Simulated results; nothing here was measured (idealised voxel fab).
Herein follows the process module entitled voxel double patterning.
Displayed cross-section: cut, width of 290 nm, square cells sized 5 nm.
Cross-section format: a grid of square cells, given as bands from top to bottom; each band is one or more rows of cells. Top height, bottom height, nm. Materials left to right, width each, nm. Single material + "everywhere" = fills band edge to edge. "empty" = empty. Heads up on the height convention: 0 is the point under which the incoming wafer is all one material, and the lowest band has no bottom, it just keeps going down, like "0 -> down". The expression "30 to 40" gives the width at the extremes of the band, the first number at its top row of cells and the second at its bottom row, with the width changing by equal amounts from each row to the next in between. Step marked "no alterations made"? Then no cell in the cross-section changed in it. "Enclosed voids" means: voids of 8 cells or more that are shut off from the top with no open way through. Written width x height at distance, distance from the left edge, in nm. Text after the settings on a step's line: the simulator's own remark on that step. The optional step-line setting "overlay nm" applies to steps with a mask and quantifies how far to the right of its planned location the mask lay, a negative value indicating leftward placement.

Below is the list of planned process steps
step 1: RECEIVE | material Si
step 2: CONFORMAL_DEP | material SiO2 | thk nm 5
step 3: DIRECTIONAL_DEP | material TiN | thk nm 10
step 4: DIRECTIONAL_DEP | material SiCN | thk nm 5
step 5: MASKED_ETCH | tone open | mask id FIRST | width nm 15 | pitch nm 50 | etch materials SiCN | depth nm 5 | overlay nm 0
step 6: MASKED_ETCH | tone open | mask id SECOND | width nm 15 | pitch nm 50 | etch materials SiCN | depth nm 5 | overlay nm 0
step 7: DIRECTIONAL_ETCH | etch materials TiN | depth nm 10
step 8: STRIP | etch materials SiCN

The cross-section here shows the wafer as received, i.e. in its state after step 1
* 0 -> down: Si everywhere
* Enclosed voids: none

Cross-sectional image of the first of two wafers at the end of the module, the run having proceeded as planned
* 15 -> 5: TiN 85 nm, then empty 15 nm, then TiN 10 nm, then empty 15 nm, then TiN 10 nm, then empty 15 nm, then TiN 10 nm, then empty 15 nm, then TiN 10 nm, then empty 15 nm, then TiN 90 nm
* 5 -> 0: SiO2 everywhere
* 0 -> down: Si everywhere
* Enclosed voids: none

Presented here is a cross-section of the second of the two wafers as it stood at the end of the module. It was started in the same manner and assigned the same plan as the first wafer; however, one mistake was made in its execution
* 15 -> 5: empty 110 nm, then TiN 15 nm, then empty 35 nm, then TiN 15 nm, then empty 115 nm
* 5 -> 0: SiO2 everywhere
* 0 -> down: Si everywhere
* Enclosed voids: none
Processing error: the process deviated at step 6: the operation and settings actually run there were MASKED_ETCH | tone cover | mask id SECOND | width nm 15 | pitch nm 50 | etch materials SiCN | depth nm 5 | overlay nm 0
End of process, cell counts, second wafer against first, materials with more or fewer: -74 TiN
